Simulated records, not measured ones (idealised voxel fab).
process module | voxel air gaps
Shown is cross-section cut, with a width of 210 nm and square cells of size 5 nm.
In this document a cross-section is written as a grid of square cells. It is given as a series of bands, listed from the top down, and a band is one or more rows of cells.
First you get the band's top height and its bottom height, in nm, and then the materials it's made of, left to right, with each width in nm. If you see a single material with "everywhere", that one covers the band edge to edge. "air" is empty space.
All heights in this document are referenced to 0, defined as the level beneath which the wafer, as received, consists entirely of one material. The lowest band is not bounded below; it extends indefinitely downward and is written in the form "top 0, no bottom".
You'd read "30->40" like this: the band's top row of cells is as wide as the first number, its bottom row is as wide as the second, and going down, every row changes width by the same amount as the row before did.
Any step labelled "nothing got changed" changed none of the cells in the cross-section.
If an empty space has no open way to the top and is at least 8 cells in size, "Closed cavity list" lists it, written width x height at distance, where distance is measured from the left edge and every value is in nm.
If you see something after the settings on a step's line, that's the simulator's own remark about that step.
A step line may carry the setting "overlay nm", which, for steps involving a mask, states the distance by which the mask lay to the right of its intended position; negative values denote displacement to the left.
Process steps (planned)
| 1 | RECEIVE with material Si |
| 2 | CONFORMAL_DEP with material SiO2, thk nm 15 |
| 3 | CONFORMAL_DEP with material SiCN, thk nm 5 |
| 4 | DIRECTIONAL_DEP with material lowk, thk nm 40 |
| 5 | PATTERN with tone open, mask id LINES, material resist, width nm 20, pitch nm 45, thk nm 20, overlay nm 0 |
| 6 | DIRECTIONAL_ETCH with etch materials lowk, depth nm 40 |
| 7 | STRIP with etch materials resist |
| 8 | CONFORMAL_DEP with material TiN, thk nm 5 |
| 9 | FILL_DEP with material W, thk nm 10 |
| 10 | CMP with height nm 60 |
| 11 | EPI with material Ru, thk nm 10 |
| 12 | SELECTIVE_ETCH with etch materials lowk, depth nm 50 |
| 13 | CONFORMAL_DEP with material SiCN, thk nm 5 |
Incoming wafer, cross-sectional view, post step 1
    top 0, no bottom | Si everywhere
    Closed cavity list: none
The first of two wafers, cross-sectioned at the end of the module, with the run proceeding as planned
    top 75, bottom 70 | 35 nm air / 140 nm SiCN / 35 nm air
    top 70, bottom 60 | 35 nm air / 5 nm SiCN / 40 nm Ru / 5 nm SiCN / 40 nm Ru / 5 nm SiCN / 40 nm Ru / 5 nm SiCN / 35 nm air
    top 60, bottom 55 | 35 nm air / 15 nm SiCN / 5 nm TiN / 10 nm W / 5 nm TiN / 25 nm SiCN / 5 nm TiN / 10 nm W / 5 nm TiN / 25 nm SiCN / 5 nm TiN / 10 nm W / 5 nm TiN / 15 nm SiCN / 35 nm air
    top 55, bottom 25 | 45 nm air / 5 nm SiCN / 5 nm TiN / 10 nm W / 5 nm TiN / 5 nm SiCN / 15 nm air / 5 nm SiCN / 5 nm TiN / 10 nm W / 5 nm TiN / 5 nm SiCN / 15 nm air / 5 nm SiCN / 5 nm TiN / 10 nm W / 5 nm TiN / 5 nm SiCN / 45 nm air
    top 25, bottom 20 | 50 nm SiCN / 20 nm TiN / 25 nm SiCN / 20 nm TiN / 25 nm SiCN / 20 nm TiN / 50 nm SiCN
    top 20, bottom 15 | SiCN everywhere
    top 15, bottom 0 | SiO2 everywhere
    top 0, no bottom | Si everywhere
    Closed cavity list: 15 x 30 at 75; 15 x 30 at 120
Cross-sectional image of the second wafer of the two following completion of the module. Starting state and process plan were the same as for the first wafer; one execution error occurred
    top 75, bottom 70 | 40 nm air / 135 nm SiCN / 35 nm air
    top 70, bottom 60 | 40 nm air / 5 nm SiCN / 35 nm Ru / 10 nm SiCN / 35 nm Ru / 10 nm SiCN / 35 nm Ru / 5 nm SiCN / 35 nm air
    top 60, bottom 55 | 40 nm air / 15 nm SiCN / 5 nm TiN / 5 nm W / 5 nm TiN / 30 nm SiCN / 5 nm TiN / 5 nm W / 5 nm TiN / 30 nm SiCN / 5 nm TiN / 5 nm W / 5 nm TiN / 15 nm SiCN / 35 nm air
    top 55, bottom 25 | 50 nm air / 5 nm SiCN / 5 nm TiN / 5 nm W / 5 nm TiN / 5 nm SiCN / 20 nm air / 5 nm SiCN / 5 nm TiN / 5 nm W / 5 nm TiN / 5 nm SiCN / 20 nm air / 5 nm SiCN / 5 nm TiN / 5 nm W / 5 nm TiN / 5 nm SiCN / 45 nm air
    top 25, bottom 20 | 55 nm SiCN / 15 nm TiN / 30 nm SiCN / 15 nm TiN / 30 nm SiCN / 15 nm TiN / 50 nm SiCN
    top 20, bottom 15 | SiCN everywhere
    top 15, bottom 0 | SiO2 everywhere
    top 0, no bottom | Si everywhere
    Closed cavity list: 20 x 30 at 75; 20 x 30 at 120
Plan not followed: so step 5 ended up running with a different setting than we planned, it ran as PATTERN with tone open, mask id LINES, material resist, width nm 15, pitch nm 45, thk nm 20, overlay nm 0
End check, counted in cells, second wafer has more or fewer of these materials than the first: Ru -6 | SiCN +8 | TiN -3 | W -21
